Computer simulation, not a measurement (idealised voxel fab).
Process module name: voxel self aligned contacts
Cross-sectional view cut (width: 260 nm; square cell size: 5 nm).
Think of the cross-section as a grid of square cells. We describe it in bands, top to bottom, and each band covers one or more rows of those cells.
For a band, the entry starts with two heights in nm, that of the top and then that of the bottom, and carries on with the band's materials in order from left to right, each alongside its width in nm; the word "edge to edge" beside a single material means it fills the band edge to edge, and "air" means empty space.
Where do heights start? At 0: under that level the wafer as delivered is made of one material only. And the lowest band has no floor; it just carries on downward, as in "0..down".
When a width is written as two numbers, as in "30->40", the first number is the width in the top row of cells of the band and the second is the width in its bottom row, and the width changes by the same amount from each row to the next.
Reading "all unchanged" for a step: not a cell of the cross-section changed in it.
"Closed void inventory" enumerates empty spaces isolated from the top, with no open way to it, that contain at least 8 cells, giving each as width x height at distance from the left edge, all three in nm.
Where a step's line continues beyond its settings, the continuation is a remark by the simulator itself on that step.
The optional step-line setting "overlay nm" applies to steps with a mask and quantifies how far to the right of its planned location the mask lay, a negative value indicating leftward placement.
[Process steps foreseen in the plan]
1 RECEIVE (material Si)
2 OXIDIZE (depth nm 5)
3 DIRECTIONAL_DEP (material polySi; thk nm 30)
4 DIRECTIONAL_DEP (material SiN; thk nm 15)
5 MASKED_ETCH (tone cover; mask id GATE; width nm 35; pitch nm 70; etch materials SiN; depth nm 15; overlay nm 0)
6 MASKED_ETCH (tone cover; mask id GATE; width nm 35; pitch nm 70; etch materials polySi; depth nm 30; overlay nm 0)
7 CONFORMAL_DEP (material SiN; thk nm 5)
8 DIRECTIONAL_ETCH (etch materials SiN; depth nm 5)
9 FILL_DEP (material SiO2; thk nm 15)
10 CMP (height nm 50)
11 PATTERN (tone open; mask id CONTACT; material resist; width nm 45; pitch nm 70; thk nm 15; overlay nm 0)
12 DIRECTIONAL_ETCH (etch materials SiO2; depth nm 55)
13 STRIP (etch materials resist)
14 CONFORMAL_DEP (material TiN; thk nm 5)
15 FILL_DEP (material Ru; thk nm 10)
16 CMP (height nm 50)
17 CONFORMAL_DEP (material SiCN; thk nm 5)
[Incoming wafer in cross-section (state: after step 1)]
0..down  Si edge to edge
Closed void inventory: none
[Sectioned view, first of two wafers, at the close of the module, processed as intended in the plan]
55..50  SiCN edge to edge
50..45  SiO2: 70; TiN: 15; Ru: 15; TiN: 15; SiO2: 25; TiN: 15; Ru: 15; TiN: 15; SiO2: 75
45..30  SiO2: 35; SiN: 45; TiN: 5; Ru: 15; TiN: 5; SiN: 45; TiN: 5; Ru: 15; TiN: 5; SiN: 45; SiO2: 40
30..0  SiO2: 35; SiN: 5; polySi: 35; SiN: 5; TiN: 5; Ru: 15; TiN: 5; SiN: 5; polySi: 35; SiN: 5; TiN: 5; Ru: 15; TiN: 5; SiN: 5; polySi: 35; SiN: 5; SiO2: 40
0..-5  SiO2: 80; TiN: 25; SiO2: 45; TiN: 25; SiO2: 85
-5..down  Si edge to edge
Closed void inventory: none
[Second of two wafers, module complete, sectioned: it shares the first wafer's start and plan but was run with one mistake]
55..50  SiCN edge to edge
50..45  SiO2: 70; TiN: 45; SiO2: 25; TiN: 45; SiO2: 75
45..30  SiN: 45; SiO2: 25; SiN: 45; SiO2: 25; SiN: 45; SiO2: 25; SiN: 50
30..0  polySi edge to edge
0..-5  SiO2 edge to edge
-5..down  Si edge to edge
Closed void inventory: none
Here's what went sideways: rather than as planned, step 5 actually ran as MASKED_ETCH (tone open; mask id GATE; width nm 35; pitch nm 70; etch materials SiN; depth nm 15; overlay nm 0)
Once processing is complete, comparing cell counts shows that the second wafer has more or fewer of certain materials than the first: 60 fewer of Ru | 6 fewer of SiN | 80 fewer of SiO2 | 40 fewer of TiN | 186 more of polySi
